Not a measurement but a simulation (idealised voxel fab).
The following is a process module called voxel double patterning.
290 nm wide, 5 nm square cells: that's cross-section cut.
In what follows, cross-sections appear as grids of square cells, described through bands that run from the top down, where every band is one or more rows of cells.
A band entry consists of two parts. The first gives the height of the band's top and the height of its bottom, in nm. The rest lists the band's materials from left to right, each with its width in nm. A single material labelled with the word "full width" fills the band from edge to edge, and the word "blank" marks empty space.
Heights from 0 (as-received wafer is one material below). Bottom band endless downward, as "0 down".
Note: "30 to 40" means the width goes from the first number (top row of the band) to the second number (bottom row) in equal steps per row of cells.
Reading "no modifications" for a step: not a cell of the cross-section changed in it.
"Enclosed void entries": sealed empty spaces, 8 cells or more, no open way to top, listed width x height at distance, with distance from the left edge and width, height and distance in nm.
That trailing text on a step's line, after the settings, is the simulator's own remark on the step.
overlay nm: mask offset rightward from planned place, masked step; negative means leftward offset.

Process steps foreseen in the plan
1 RECEIVE, material Si
2 CONFORMAL_DEP, material SiO2, thk nm 5
3 DIRECTIONAL_DEP, material TiN, thk nm 10
4 DIRECTIONAL_DEP, material SiCN, thk nm 5
5 MASKED_ETCH, tone open, mask id FIRST, width nm 15, pitch nm 50, etch materials SiCN, depth nm 5, overlay nm 0
6 MASKED_ETCH, tone open, mask id SECOND, width nm 15, pitch nm 50, etch materials SiCN, depth nm 5, overlay nm 0
7 DIRECTIONAL_ETCH, etch materials TiN, depth nm 10
8 STRIP, etch materials SiCN

Incoming wafer in cross-section (state: after step 1)
- 0 down = Si full width
- Enclosed void entries: none

Cross-section taken at module completion on the first of two wafers; processed per the plan
- 15 to 5 = TiN: 85, then blank: 15, then TiN: 10, then blank: 15, then TiN: 10, then blank: 15, then TiN: 10, then blank: 15, then TiN: 10, then blank: 15, then TiN: 90
- 5 to 0 = SiO2 full width
- 0 down = Si full width
- Enclosed void entries: none

Wafer two, end of module, cross-section. Same start, same plan as wafer one. One mistake in the run
- 15 to 5 = TiN: 95, then blank: 30, then TiN: 20, then blank: 30, then TiN: 20, then blank: 15, then TiN: 80
- 5 to 0 = SiO2 full width
- 0 down = Si full width
- Enclosed void entries: none
The plan and the run diverged here: step 5 deviated from plan and actually ran as MASKED_ETCH, tone open, mask id FIRST, width nm 15, pitch nm 50, etch materials SiCN, depth nm 5, overlay nm 10
Heads up: at the end the two wafers have identical cell counts per material, they're just laid out differently.
